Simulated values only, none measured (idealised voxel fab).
Process module name: voxel self aligned contacts
For reference, the cross-section in this document is cut, with width 205 nm and square cells of 5 nm.
A cross-section is a grid of square cells, given in bands from the top down. A band is one or more rows of cells.
For a band, the entry starts with two heights in nm, that of the top and then that of the bottom, and carries on with the band's materials in order from left to right, each alongside its width in nm; the word "full width" beside a single material means it fills the band edge to edge, and "empty" means empty space.
Heights are expressed relative to 0, this being the level below which the as-received wafer comprises one material exclusively. The lowest band is unbounded in the downward direction and is denoted as in "0 nm and below".
When a width is written as two numbers, as in "30..40", the first number is the width in the top row of cells of the band and the second is the width in its bottom row, and the width changes by the same amount from each row to the next.
The designation "changes: none", where it is given for a processing step, indicates that no cell of the cross-section was altered in the course of that step.
Listed in "Closed internal voids": every empty space of 8 or more cells without an open way to the top. Form: width x height at distance, the distance being from the left edge, all in nm.
Text after the settings on a step's line: the simulator's own remark on that step.
Each step line may optionally specify "overlay nm", which for a step with a mask gives the rightward distance between the mask's planned place and where it lay, a negative value indicating the leftward direction.

-- Steps in the process plan
- 1: RECEIVE,material Si
- 2: CONFORMAL_DEP,material SiO2,thk nm 5
- 3: DIRECTIONAL_DEP,material polySi,thk nm 30
- 4: DIRECTIONAL_DEP,material SiN,thk nm 20
- 5: PATTERN,tone cover,mask id GATE,material resist,width nm 30,pitch nm 60,thk nm 20,overlay nm 0
- 6: DIRECTIONAL_ETCH,etch materials SiN,depth nm 20
- 7: DIRECTIONAL_ETCH,etch materials polySi,depth nm 30
- 8: STRIP,etch materials resist
- 9: CONFORMAL_DEP,material SiN,thk nm 5
- 10: DIRECTIONAL_ETCH,etch materials SiN,depth nm 5
- 11: FILL_DEP,material SiO2,thk nm 15
- 12: CMP,height nm 60
- 13: PATTERN,tone open,mask id CONTACT,material resist,width nm 40,thk nm 15,overlay nm 0
- 14: DIRECTIONAL_ETCH,etch materials SiO2,depth nm 60
- 15: STRIP,etch materials resist
- 16: CONFORMAL_DEP,material TiN,thk nm 5
- 17: FILL_DEP,material W,thk nm 10
- 18: CMP,height nm 60
- 19: CONFORMAL_DEP,material SiN,thk nm 5

-- Incoming wafer, cross-sectional view, post step 1
> 0 nm and below = Si full width
> Closed internal voids: none

-- Wafer cross-section at module end: first of two, run to plan
> 65 nm to 60 nm = SiN full width
> 60 nm to 55 nm = SiO2: 80  TiN: 15  W: 10  TiN: 15  SiO2: 85
> 55 nm to 35 nm = SiO2: 50  SiN: 40  TiN: 5  W: 10  TiN: 5  SiN: 40  SiO2: 55
> 35 nm to 5 nm = SiO2: 50  SiN: 5  polySi: 30  SiN: 5  TiN: 5  W: 10  TiN: 5  SiN: 5  polySi: 30  SiN: 5  SiO2: 55
> 5 nm to 0 nm = SiO2: 90  TiN: 20  SiO2: 95
> 0 nm and below = Si full width
> Closed internal voids: none

-- End of module, second wafer, cross-section. Started like the first, planned like the first, run with one mistake
> 65 nm to 60 nm = SiN full width
> 60 nm to 55 nm = SiO2: 80  TiN: 15  W: 10  TiN: 15  SiO2: 85
> 55 nm to 30 nm = SiO2: 50  SiN: 5  polySi: 30  SiN: 5  TiN: 5  W: 10  TiN: 5  SiN: 5  polySi: 30  SiN: 5  SiO2: 55
> 30 nm to 25 nm = SiO2: 50  SiN: 5  polySi: 30  SiN: 5  TiN: 20  SiN: 5  polySi: 30  SiN: 5  SiO2: 55
> 25 nm to 5 nm = SiN full width
> 5 nm to 0 nm = SiO2 full width
> 0 nm and below = Si full width
> Closed internal voids: none
Deviation from plan: steps 3 and 4 got flipped, so each one ran where the other should have
Bottom line after processing is that, in cells, the second wafer is up or down on some materials versus the first: SiN +100; SiO2 -80; TiN -10; W -10
